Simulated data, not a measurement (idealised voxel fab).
voxel self aligned contacts: a process module
Xsec cut, 215 nm wide, square cell size 5 nm.
Format of a cross-section: grid, square cells. Given as bands. Order: top down. Band: one or more rows of cells.
Heads up on the band format: heights come first, top then bottom, in nm. After that it's the materials left to right, each with its width in nm. A single material flagged "throughout" fills the whole band edge to edge, and "air" means there's empty space there.
Heights from 0 (as-received wafer is one material below). Bottom band endless downward, as "0 nm and below".
Graded width ("30->40"): value in top row of band = first number; value in bottom row = second number; row-to-row change constant.
You'll sometimes find "left unchanged" written for a step, and that's the way of saying that nowhere in the cross-section did a cell change during that step.
You'll see "Voids, enclosed" listing empty spaces that have no way open to the top, as long as they're 8 cells or more; the notation is width x height at distance, where the distance is from the left edge, and all of it is in nm.
Heads up: the bit after the settings on a step's line is the simulator's remark on that step.
The optional step-line setting "overlay nm" applies to steps with a mask and quantifies how far to the right of its planned location the mask lay, a negative value indicating leftward placement.

-- plan
| 1 | RECEIVE (material Si) |
| 2 | OXIDIZE (depth nm 5) |
| 3 | DIRECTIONAL_DEP (material polySi; thk nm 25) |
| 4 | DIRECTIONAL_DEP (material SiN; thk nm 20) |
| 5 | DIRECTIONAL_DEP (material aC; thk nm 10) |
| 6 | PATTERN (tone cover; mask id GATE; material resist; width nm 25; pitch nm 50; thk nm 30; overlay nm 0) |
| 7 | DIRECTIONAL_ETCH (etch materials aC; depth nm 10) |
| 8 | STRIP (etch materials resist) |
| 9 | DIRECTIONAL_ETCH (etch materials SiN; depth nm 20) |
| 10 | DIRECTIONAL_ETCH (etch materials polySi; depth nm 25) |
| 11 | STRIP (etch materials aC) |
| 12 | CONFORMAL_DEP (material SiN; thk nm 5) |
| 13 | DIRECTIONAL_ETCH (etch materials SiN; depth nm 5) |
| 14 | FILL_DEP (material SiO2; thk nm 10) |
| 15 | CMP (height nm 50) |
| 16 | MASKED_ETCH (tone open; mask id CONTACT; width nm 35; etch materials SiO2; depth nm 55; overlay nm 0) |
| 17 | CONFORMAL_DEP (material TiN; thk nm 5) |
| 18 | FILL_DEP (material Ru; thk nm 5) |
| 19 | CMP (height nm 50) |
| 20 | CONFORMAL_DEP (material SiN; thk nm 5) |

-- Cross-section of the wafer as it came to us, i.e., already through step 1
* 0 nm and below  Si throughout
* Voids, enclosed: none

-- First wafer of two, sectioned at end of module; run went per plan
* 55 nm to 50 nm  SiN throughout
* 50 nm to 45 nm  90 nm SiO2 / 15 nm TiN / 5 nm Ru / 15 nm TiN / 90 nm SiO2
* 45 nm to 25 nm  65 nm SiO2 / 35 nm SiN / 5 nm TiN / 5 nm Ru / 5 nm TiN / 35 nm SiN / 65 nm SiO2
* 25 nm to 0 nm  65 nm SiO2 / 5 nm SiN / 25 nm polySi / 5 nm SiN / 5 nm TiN / 5 nm Ru / 5 nm TiN / 5 nm SiN / 25 nm polySi / 5 nm SiN / 65 nm SiO2
* 0 nm to -5 nm  100 nm SiO2 / 15 nm TiN / 100 nm SiO2
* -5 nm and below  Si throughout
* Voids, enclosed: none

-- Second of two wafers, module complete, sectioned: it shares the first wafer's start and plan but was run with one mistake
* 55 nm to 50 nm  SiN throughout
* 50 nm to 40 nm  90 nm SiO2 / 5->10 nm TiN / 25->15 nm Ru / 5->10 nm TiN / 90 nm SiO2
* 40 nm to 25 nm  70 nm SiO2 / 25 nm SiN / 5 nm TiN / 15 nm Ru / 5 nm TiN / 25 nm SiN / 70 nm SiO2
* 25 nm to 0 nm  70 nm SiO2 / 25 nm polySi / 5 nm TiN / 15 nm Ru / 5 nm TiN / 25 nm polySi / 70 nm SiO2
* 0 nm to -5 nm  95 nm SiO2 / 25 nm TiN / 95 nm SiO2
* -5 nm and below  Si throughout
* Voids, enclosed: none
In executing the process, a mistake was made relative to the plan: plan step 12: skipped, not run
Wrapping up, a cell-based count of both wafers puts the second over or under the first for these materials: Ru: 22 more; SiN: 46 fewer; SiO2: 24 more
